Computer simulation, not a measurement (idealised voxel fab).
The name of this process module is voxel self aligned contacts.
In the cross-section labelled cut, the width is 240 nm and each square cell is 5 nm.
Cross-section = grid of square cells, listed top down in bands; band = one or more rows.
Per band: top height and bottom height in nm, followed by the left-to-right materials and their widths in nm; "full width" marks a single material spanning edge to edge, "air" marks empty space.
Where do heights start? At 0: under that level the wafer as delivered is made of one material only. And the lowest band has no floor; it just carries on downward, as in "0 and below".
So if you see something like "30->40" for the width, read it as the top row of the band sitting at the first number and the bottom row at the second, with every row in between moving by the same amount as the last.
Any step labelled "no alterations made" changed none of the cells in the cross-section.
Empty spaces without an open route to the top, at least 8 cells in extent, make up the entry "Voids, sealed"; each is given as width x height at distance, where the distance is measured from the left edge, and all are in nm.
It should be noted that, on the line of a given step, the content following the step's settings is a remark produced by the simulator itself with respect to that step.
A step line may carry the setting "overlay nm", which, for steps involving a mask, states the distance by which the mask lay to the right of its intended position; negative values denote displacement to the left.

**Here's what the planned process steps look like**
| 1 | RECEIVE | material Si |
| 2 | CONFORMAL_DEP | material SiO2 | thk nm 5 |
| 3 | DIRECTIONAL_DEP | material polySi | thk nm 20 |
| 4 | DIRECTIONAL_DEP | material SiN | thk nm 20 |
| 5 | MASKED_ETCH | tone cover | mask id GATE | width nm 25 | pitch nm 65 | etch materials SiN | depth nm 20 | overlay nm 0 |
| 6 | MASKED_ETCH | tone cover | mask id GATE | width nm 25 | pitch nm 65 | etch materials polySi | depth nm 20 | overlay nm 0 |
| 7 | CONFORMAL_DEP | material SiN | thk nm 10 |
| 8 | DIRECTIONAL_ETCH | etch materials SiN | depth nm 10 |
| 9 | FILL_DEP | material SiO2 | thk nm 10 |
| 10 | CMP | height nm 50 |
| 11 | DIRECTIONAL_DEP | material aC | thk nm 15 |
| 12 | PATTERN | tone open | mask id CONTACT | material resist | width nm 50 | pitch nm 65 | thk nm 30 | overlay nm 0 |
| 13 | DIRECTIONAL_ETCH | etch materials aC | depth nm 15 |
| 14 | STRIP | etch materials resist |
| 15 | DIRECTIONAL_ETCH | etch materials SiO2 | depth nm 40 |
| 16 | STRIP | etch materials aC |
| 17 | CONFORMAL_DEP | material TiN | thk nm 5 |
| 18 | FILL_DEP | material Ru | thk nm 10 |
| 19 | CMP | height nm 50 |
| 20 | CONFORMAL_DEP | material SiN | thk nm 5 |
The wafers are alike at the start. At step 15, their depth nm differs. The plan lists the first wafer's value.

**Cut through the first of several wafers as received, post step 1**
  0 and below  Si full width
  Voids, sealed: none

**First of several wafers in cross-section at module end, following the final step, step 20**
  55 down to 50  SiN full width
  50 down to 45  60 SiO2; 20 TiN; 10 Ru; 20 TiN; 15 SiO2; 20 TiN; 10 Ru; 20 TiN; 65 SiO2
  45 down to 25  30 SiO2; 45 SiN; 5 TiN; 10 Ru; 5 TiN; 45 SiN; 5 TiN; 10 Ru; 5 TiN; 45 SiN; 35 SiO2
  25 down to 15  30 SiO2; 10 SiN; 25 polySi; 10 SiN; 5 TiN; 10 Ru; 5 TiN; 10 SiN; 25 polySi; 10 SiN; 5 TiN; 10 Ru; 5 TiN; 10 SiN; 25 polySi; 10 SiN; 35 SiO2
  15 down to 10  30 SiO2; 10 SiN; 25 polySi; 10 SiN; 20 TiN; 10 SiN; 25 polySi; 10 SiN; 20 TiN; 10 SiN; 25 polySi; 10 SiN; 35 SiO2
  10 down to 5  30 SiO2; 10 SiN; 25 polySi; 10 SiN; 20 SiO2; 10 SiN; 25 polySi; 10 SiN; 20 SiO2; 10 SiN; 25 polySi; 10 SiN; 35 SiO2
  5 down to 0  SiO2 full width
  0 and below  Si full width
  Voids, sealed: none

**Here we cross-sectioned the last of the wafers once the module was done**
  55 down to 50  SiN full width
  50 down to 45  60 SiO2; 20 TiN; 10 Ru; 20 TiN; 15 SiO2; 20 TiN; 10 Ru; 20 TiN; 65 SiO2
  45 down to 25  30 SiO2; 45 SiN; 5 TiN; 10 Ru; 5 TiN; 45 SiN; 5 TiN; 10 Ru; 5 TiN; 45 SiN; 35 SiO2
  25 down to 5  30 SiO2; 10 SiN; 25 polySi; 10 SiN; 5 TiN; 10 Ru; 5 TiN; 10 SiN; 25 polySi; 10 SiN; 5 TiN; 10 Ru; 5 TiN; 10 SiN; 25 polySi; 10 SiN; 35 SiO2
  5 down to 0  75 SiO2; 20 TiN; 45 SiO2; 20 TiN; 80 SiO2
  0 and below  Si full width
  Voids, sealed: none

**Below is a per-wafer table. In it, each row describes the wafer at the end of the module by giving, for each material, the number of cells gained (+) or lost (-) since the wafer was received, and after that the closed voids of the wafer**
depth nm 40 | +28 Ru | +204 SiN | +188 SiO2 | +48 TiN | +60 polySi | Voids, sealed: none
depth nm 45 | +32 Ru | +204 SiN | +180 SiO2 | +52 TiN | +60 polySi | Voids, sealed: none
depth nm 50 | +36 Ru | +204 SiN | +172 SiO2 | +56 TiN | +60 polySi | Voids, sealed: none
depth nm 55 | +36 Ru | +204 SiN | +172 SiO2 | +56 TiN | +60 polySi | Voids, sealed: none
depth nm 60 | +36 Ru | +204 SiN | +172 SiO2 | +56 TiN | +60 polySi | Voids, sealed: none
depth nm 65 | +36 Ru | +204 SiN | +172 SiO2 | +56 TiN | +60 polySi | Voids, sealed: none
